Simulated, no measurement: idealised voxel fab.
Presented below is a process module, voxel released beams.
The width of the displayed cross-section, cut, is 295 nm; its cells are square, with a size of 5 nm.
A cross-section in this document is a grid of square cells, and it is written down as bands, the top band listed before the ones below it; a band is made up of one or more rows of cells. Read a band's entry like this: the first values are the height of its top and the height of its bottom in nm, and what follows is the sequence of materials from left to right, each with its width in nm. Note that "blank" is empty space, and that a single material marked "throughout" reaches across the band from edge to edge. All heights in this document are referenced to 0, defined as the level beneath which the wafer, as received, consists entirely of one material. The lowest band is not bounded below; it extends indefinitely downward and is written in the form "0 down". Quick explanation for "30..40": the width changes in equal steps down the rows of cells, from the first number in the band's top row to the second number in its bottom row. For the purposes of this document, the phrase "left unchanged" attached to a step denotes that no cell within the cross-section was modified by that step. In the "Enclosed empty spaces" entry, you get each enclosed empty space of 8 cells or more, one with no open way to the top, written width x height at distance, distance from the left edge, in nm. On each step's line, the part that comes after the settings is the simulator's own comment on the step. You can add "overlay nm" to a step's line. For a step with a mask, it describes how far the mask lay to the right of its planned position, and a negative number describes a lay to the left.

Set out below are the planned steps of the process:
1: RECEIVE [material Si]
2: CONFORMAL_DEP [material Al2O3] [thk nm 5]
3: DIRECTIONAL_DEP [material SiO2] [thk nm 20]
4: MASKED_ETCH [tone open] [mask id ANCHOR] [width nm 35] [etch materials SiO2] [depth nm 20] [overlay nm 0]
5: CONFORMAL_DEP [material SiN] [thk nm 10]
6: DIRECTIONAL_DEP [material aC] [thk nm 15]
7: PATTERN [tone cover] [mask id BEAM] [material resist] [width nm 110] [thk nm 30] [overlay nm -15]
8: DIRECTIONAL_ETCH [etch materials aC] [depth nm 15]
9: STRIP [etch materials resist]
10: DIRECTIONAL_ETCH [etch materials SiN] [depth nm 10]
11: STRIP [etch materials aC]
12: STRIP [etch materials SiO2]
Variable across wafers: step 7 overlay nm (plan value is that of the first wafer; starting state common to all).

As-received cross-section, first of several wafers, post step 1:
> 0 down | Si throughout
> Enclosed empty spaces: none

Quick look at the cross-section of the first of several wafers after step 12, which wraps up the module:
> 35 to 25 | 75 of blank; 30 of SiN; 15 of blank; 65 of SiN; 110 of blank
> 25 to 15 | 95 of blank; 10 of SiN; 15 of blank; 10 of SiN; 165 of blank
> 15 to 5 | 95 of blank; 35 of SiN; 165 of blank
> 5 to 0 | Al2O3 throughout
> 0 down | Si throughout
> Enclosed empty spaces: none

Final wafer cross-section at module end:
> 35 to 25 | 120 of blank; 95 of SiN; 80 of blank
> 25 to 15 | 95 of blank; 10 of SiN; 15 of blank; 10 of SiN; 165 of blank
> 15 to 5 | 95 of blank; 35 of SiN; 165 of blank
> 5 to 0 | Al2O3 throughout
> 0 down | Si throughout
> Enclosed empty spaces: none

Wafer rows, end of module: cells per material gained (+) or lost (-) since receipt; closed voids last:
overlay nm -15, +59 Al2O3, +60 SiN, Enclosed empty spaces: none
overlay nm -10, +59 Al2O3, +60 SiN, Enclosed empty spaces: none
overlay nm -5, +59 Al2O3, +60 SiN, Enclosed empty spaces: none
overlay nm 0, +59 Al2O3, +60 SiN, Enclosed empty spaces: none
overlay nm 5, +59 Al2O3, +60 SiN, Enclosed empty spaces: none
overlay nm 10, +59 Al2O3, +60 SiN, Enclosed empty spaces: none
overlay nm 15, +59 Al2O3, +60 SiN, Enclosed empty spaces: none
